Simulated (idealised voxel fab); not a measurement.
process module | voxel double patterning
cross-section cut | 180 nm wide | cells 5 nm
A cross-section is a grid of square cells, given in bands from the top down. A band is one or more rows of cells.
Each band's line starts with the height of the band's top and of its bottom, in nm. Then come its materials from left to right, each with its width in nm. One material with "throughout" fills the band from edge to edge. "air" is empty space.
Height 0 is the level under which the wafer as received is all one material. The lowest band goes on downwards, as in "0 down".
A width such as "30 to 40" changes by the same amount from each row of cells to the next, from the band's top row to its bottom row.
"no change" after a step means that no cell of the cross-section changed.
closed voids: empty space of 8 cells or more with no open way to the top, each as width x height at its distance from the left edge, in nm
after a step's settings: what the simulator itself notes on the step
overlay nm, on a step with a mask: how far to the right of its planned place the mask lay; to the left if negative
plan
1 op RECEIVE | material Si
2 op CONFORMAL_DEP | material SiO2 | thk nm 10
3 op DIRECTIONAL_DEP | material polySi | thk nm 20
4 op DIRECTIONAL_DEP | material SiN | thk nm 5
5 op DIRECTIONAL_DEP | material aC | thk nm 10
6 op PATTERN | tone open | mask id FIRST | material resist | width nm 15 | pitch nm 50 | thk nm 25 | overlay nm 0
7 op DIRECTIONAL_ETCH | etch materials aC | depth nm 10
8 op STRIP | etch materials resist
9 op DIRECTIONAL_ETCH | etch materials SiN | depth nm 5
10 op STRIP | etch materials aC
11 op DIRECTIONAL_DEP | material aC | thk nm 15
12 op PATTERN | tone open | mask id SECOND | material resist | width nm 15 | pitch nm 50 | thk nm 30 | overlay nm 0
13 op DIRECTIONAL_ETCH | etch materials aC | depth nm 15
14 op STRIP | etch materials resist
15 op DIRECTIONAL_ETCH | etch materials SiN | depth nm 5
16 op STRIP | etch materials aC
17 op DIRECTIONAL_ETCH | etch materials polySi | depth nm 20
18 op STRIP | etch materials SiN
first wafer, as planned
as received, after step 1
  0 down: Si throughout
  closed voids: none
after step 2
  10 to 0: SiO2 throughout
  below 0: unchanged
after step 3
  30 to 10: polySi throughout
  below 10: unchanged
after step 4
  35 to 30: SiN throughout
  below 30: unchanged
after step 5
  45 to 35: aC throughout
  below 35: unchanged
after step 6
  70 to 45: resist 30 | air 15 | resist 35 | air 15 | resist 35 | air 15 | resist 35
  below 45: unchanged
after step 7
  60 to 45: resist 30 | air 15 | resist 35 | air 15 | resist 35 | air 15 | resist 35
  45 to 35: aC 30 | air 15 | aC 35 | air 15 | aC 35 | air 15 | aC 35
  below 35: unchanged
after step 8
  45 to 35: aC 30 | air 15 | aC 35 | air 15 | aC 35 | air 15 | aC 35
  below 35: unchanged
after step 9
  45 to 35: aC 30 | air 15 | aC 35 | air 15 | aC 35 | air 15 | aC 35
  35 to 30: SiN 30 | air 15 | SiN 35 | air 15 | SiN 35 | air 15 | SiN 35
  below 30: unchanged
after step 10
  35 to 30: SiN 30 | air 15 | SiN 35 | air 15 | SiN 35 | air 15 | SiN 35
  below 30: unchanged
after step 11
  50 to 45: aC 30 | air 15 | aC 35 | air 15 | aC 35 | air 15 | aC 35
  45 to 35: aC throughout
  35 to 30: SiN 30 | aC 15 | SiN 35 | aC 15 | SiN 35 | aC 15 | SiN 35
  below 30: unchanged
after step 12
  80 to 50: resist 55 | air 15 | resist 35 | air 15 | resist 60
  50 to 45: aC 30 | resist 15 | aC 35 | resist 15 | aC 35 | resist 15 | aC 35
  below 45: unchanged
after step 13
  65 to 50: resist 55 | air 15 | resist 35 | air 15 | resist 60
  50 to 45: aC 30 | resist 15 | aC 10 | air 15 | aC 10 | resist 15 | aC 10 | air 15 | aC 10 | resist 15 | aC 35
  45 to 35: aC 55 | air 15 | aC 35 | air 15 | aC 60
  below 35: unchanged
after step 14
  50 to 45: aC 30 | air 15 | aC 10 | air 15 | aC 10 | air 15 | aC 10 | air 15 | aC 10 | air 15 | aC 35
  below 45: unchanged
after step 15
  50 to 45: aC 30 | air 15 | aC 10 | air 15 | aC 10 | air 15 | aC 10 | air 15 | aC 10 | air 15 | aC 35
  45 to 35: aC 55 | air 15 | aC 35 | air 15 | aC 60
  35 to 30: SiN 30 | aC 15 | SiN 10 | air 15 | SiN 10 | aC 15 | SiN 10 | air 15 | SiN 10 | aC 15 | SiN 35
  below 30: unchanged
after step 16
  35 to 30: SiN 30 | air 15 | SiN 10 | air 15 | SiN 10 | air 15 | SiN 10 | air 15 | SiN 10 | air 15 | SiN 35
  below 30: unchanged
after step 17
  35 to 30: SiN 30 | air 15 | SiN 10 | air 15 | SiN 10 | air 15 | SiN 10 | air 15 | SiN 10 | air 15 | SiN 35
  30 to 10: polySi 30 | air 15 | polySi 10 | air 15 | polySi 10 | air 15 | polySi 10 | air 15 | polySi 10 | air 15 | polySi 35
  below 10: unchanged
after step 18
  30 to 10: polySi 30 | air 15 | polySi 10 | air 15 | polySi 10 | air 15 | polySi 10 | air 15 | polySi 10 | air 15 | polySi 35
  below 10: unchanged
second wafer: like start, like plan, one mistake. Through step 16 it matches the first wafer
when step 17 should have ended
  35 to 30: SiN 30 | air 15 | SiN 10 | air 15 | SiN 10 | air 15 | SiN 10 | air 15 | SiN 10 | air 15 | SiN 35
  30 to 20: polySi 30 | air 15 | polySi 10 | air 15 | polySi 10 | air 15 | polySi 10 | air 15 | polySi 10 | air 15 | polySi 35
  below 20: unchanged
when step 18 should have ended
  30 to 20: polySi 30 | air 15 | polySi 10 | air 15 | polySi 10 | air 15 | polySi 10 | air 15 | polySi 10 | air 15 | polySi 35
  below 20: unchanged
what went wrong: step 17 ran as: op DIRECTIONAL_ETCH | etch materials polySi | depth nm 10
at the end the second wafer has, in cells: 30 more of polySi
